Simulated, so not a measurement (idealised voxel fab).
Herein follows the process module entitled voxel gate over fins.
For reference, the cross-section in this document is cut, with width 220 nm and square cells of 5 nm.
When this document writes out a cross-section, it uses a grid of square cells and lists it as bands, beginning at the top and moving down, with a band standing for one or more rows of cells.
It is stipulated that each band's entry specify, in nanometres, the height of the top of the band and then that of its bottom, followed by the materials of the band in left-to-right sequence, each together with its width in nanometres. A single material marked by the word "edge to edge" is understood to fill the band from edge to edge; the word "empty" is understood to denote empty space.
Heights are measured from 0, the level below which the as-received wafer is all one material; the lowest band has no bottom and continues downward, written as in "z 0 and below".
A width such as "30..40" changes by the same amount from each row of cells to the next, from the band's top row to its bottom row.
Key: "nothing altered" - step with no changed cell in the cross-section.
Each empty space that has no open way to the top and spans at least 8 cells appears under "Closed void listing" as width x height at distance, the distance counted from the left edge, all in nm.
Anything after a step's settings on that line? It's the simulator's own note about the step.
For masked steps, "overlay nm" on the step line gives how far right of plan the mask actually lay; a minus sign means it lay to the left.

THE PROCESS STEPS THAT WERE PLANNED ARE LISTED BELOW
step 1: RECEIVE, material Si
step 2: CONFORMAL_DEP, material SiN, thk nm 10
step 3: PATTERN, tone cover, mask id FINS, material resist, width nm 15, pitch nm 50, thk nm 15, overlay nm 0
step 4: DIRECTIONAL_ETCH, etch materials SiN, depth nm 10
step 5: DIRECTIONAL_ETCH, etch materials Si, depth nm 35
step 6: STRIP, etch materials resist
step 7: OXIDIZE, depth nm 5
step 8: FILL_DEP, material SiO2, thk nm 10
step 9: CMP, height nm 10
step 10: PATTERN, tone open, mask id RAIL, material resist, width nm 15, thk nm 20, overlay nm 0
step 11: DIRECTIONAL_ETCH, etch materials SiO2, depth nm 40
step 12: STRIP, etch materials resist
step 13: CONFORMAL_DEP, material TiN, thk nm 5
step 14: FILL_DEP, material W, thk nm 5
step 15: CMP, height nm 10
step 16: SELECTIVE_ETCH, etch materials W Ru TiN, depth nm 30
step 17: FILL_DEP, material SiO2, thk nm 5
step 18: CMP, height nm 10
step 19: SELECTIVE_ETCH, etch materials SiO2, depth nm 25
step 20: STRIP, etch materials SiN
step 21: CONFORMAL_DEP, material HfO2, thk nm 5
step 22: CONFORMAL_DEP, material TiN, thk nm 5
step 23: FILL_DEP, material W, thk nm 15
step 24: CMP, height nm 20
step 25: CONFORMAL_DEP, material SiCN, thk nm 10
For clarity, it should be stated that the wafers under discussion commence in an identical condition and differ with respect to the width nm of step 3, the plan indicating the value that the first wafer had.

CUT THROUGH THE FIRST OF SEVERAL WAFERS AS RECEIVED, POST STEP 1
	z 0 and below: Si edge to edge
	Closed void listing: none

CROSS-SECTION OF THE FIRST OF SEVERAL WAFERS ONCE THE MODULE HAS RUN THROUGH ITS LAST STEP, STEP 25
	z 30 to 20: SiCN edge to edge
	z 20 to 10: W edge to edge
	z 10 to 5: W: 20, TiN: 25, W: 25, TiN: 25, W: 25, TiN: 25, W: 25, TiN: 25, W: 25
	z 5 to 0: W: 20, TiN: 5, HfO2: 15, TiN: 5, W: 25, TiN: 5, HfO2: 15, TiN: 5, W: 25, TiN: 5, HfO2: 15, TiN: 5, W: 25, TiN: 5, HfO2: 15, TiN: 5, W: 25
	z 0 to -5: W: 20, TiN: 5, HfO2: 5, Si: 5, HfO2: 5, TiN: 5, W: 25, TiN: 5, HfO2: 5, Si: 5, HfO2: 5, TiN: 5, W: 25, TiN: 5, HfO2: 5, Si: 5, HfO2: 5, TiN: 5, W: 25, TiN: 5, HfO2: 5, Si: 5, HfO2: 5, TiN: 5, W: 25
	z -5 to -10: TiN: 25, HfO2: 5, Si: 5, HfO2: 5, TiN: 35, HfO2: 5, Si: 5, HfO2: 5, TiN: 35, HfO2: 5, Si: 5, HfO2: 5, TiN: 35, HfO2: 5, Si: 5, HfO2: 5, TiN: 30
	z -10 to -15: HfO2: 30, Si: 5, HfO2: 45, Si: 5, HfO2: 45, Si: 5, HfO2: 45, Si: 5, HfO2: 35
	z -15 to -20: SiO2: 30, Si: 5, SiO2: 45, Si: 5, SiO2: 45, Si: 5, SiO2: 45, Si: 5, SiO2: 35
	z -20 to -25: SiO2: 30, Si: 5, SiO2: 15, TiN: 5, W: 5, TiN: 5, SiO2: 15, Si: 5, SiO2: 45, Si: 5, SiO2: 45, Si: 5, SiO2: 35
	z -25 to -30: SiO2: 30, Si: 5, SiO2: 15, TiN: 15, SiO2: 15, Si: 5, SiO2: 45, Si: 5, SiO2: 45, Si: 5, SiO2: 35
	z -30 to -40: SiO2: 30, Si: 5, SiO2: 45, Si: 5, SiO2: 45, Si: 5, SiO2: 45, Si: 5, SiO2: 35
	z -40 and below: Si edge to edge
	Closed void listing: none

WAFER CROSS-SECTION (LAST WAFER, MODULE END)
	z 30 to 20: SiCN edge to edge
	z 20 to 10: W edge to edge
	z 10 to 5: W: 15, TiN: 40, W: 10, TiN: 40, W: 10, TiN: 40, W: 10, TiN: 40, W: 15
	z 5 to 0: W: 15, TiN: 5, HfO2: 30, TiN: 5, W: 10, TiN: 5, HfO2: 30, TiN: 5, W: 10, TiN: 5, HfO2: 30, TiN: 5, W: 10, TiN: 5, HfO2: 30, TiN: 5, W: 15
	z 0 to -5: W: 15, TiN: 5, HfO2: 5, Si: 20, HfO2: 5, TiN: 5, W: 10, TiN: 5, HfO2: 5, Si: 20, HfO2: 5, TiN: 5, W: 10, TiN: 5, HfO2: 5, Si: 20, HfO2: 5, TiN: 5, W: 10, TiN: 5, HfO2: 5, Si: 20, HfO2: 5, TiN: 5, W: 15
	z -5 to -10: TiN: 20, HfO2: 5, Si: 20, HfO2: 5, TiN: 20, HfO2: 5, Si: 20, HfO2: 5, TiN: 20, HfO2: 5, Si: 20, HfO2: 5, TiN: 20, HfO2: 5, Si: 20, HfO2: 5, TiN: 20
	z -10 to -15: HfO2: 25, Si: 20, HfO2: 30, Si: 20, HfO2: 30, Si: 20, HfO2: 30, Si: 20, HfO2: 25
	z -15 to -20: SiO2: 25, Si: 20, SiO2: 30, Si: 20, SiO2: 30, Si: 20, SiO2: 30, Si: 20, SiO2: 25
	z -20 to -25: SiO2: 25, Si: 20, SiO2: 5, TiN: 5, W: 5, TiN: 5, SiO2: 10, Si: 20, SiO2: 30, Si: 20, SiO2: 30, Si: 20, SiO2: 25
	z -25 to -30: SiO2: 25, Si: 20, SiO2: 5, TiN: 15, SiO2: 10, Si: 20, SiO2: 30, Si: 20, SiO2: 30, Si: 20, SiO2: 25
	z -30 to -40: SiO2: 25, Si: 20, SiO2: 30, Si: 20, SiO2: 30, Si: 20, SiO2: 30, Si: 20, SiO2: 25
	z -40 and below: Si edge to edge
	Closed void listing: none

BASICALLY EACH WAFER GETS A LINE IN THE TABLE, SHOWING IT AT THE END OF THE MODULE: MATERIAL BY MATERIAL, THE CELLS IT GAINED (+) OR LOST (-) SINCE WE GOT IT, THEN ITS CLOSED VOIDS
width nm 15, +68 HfO2, -320 Si, +88 SiCN, +194 SiO2, +73 TiN, +161 W, Closed void listing: none
width nm 20, +68 HfO2, -288 Si, +88 SiCN, +174 SiO2, +73 TiN, +149 W, Closed void listing: none
width nm 25, +68 HfO2, -256 Si, +88 SiCN, +154 SiO2, +73 TiN, +137 W, Closed void listing: none
width nm 30, +68 HfO2, -224 Si, +88 SiCN, +134 SiO2, +73 TiN, +125 W, Closed void listing: none
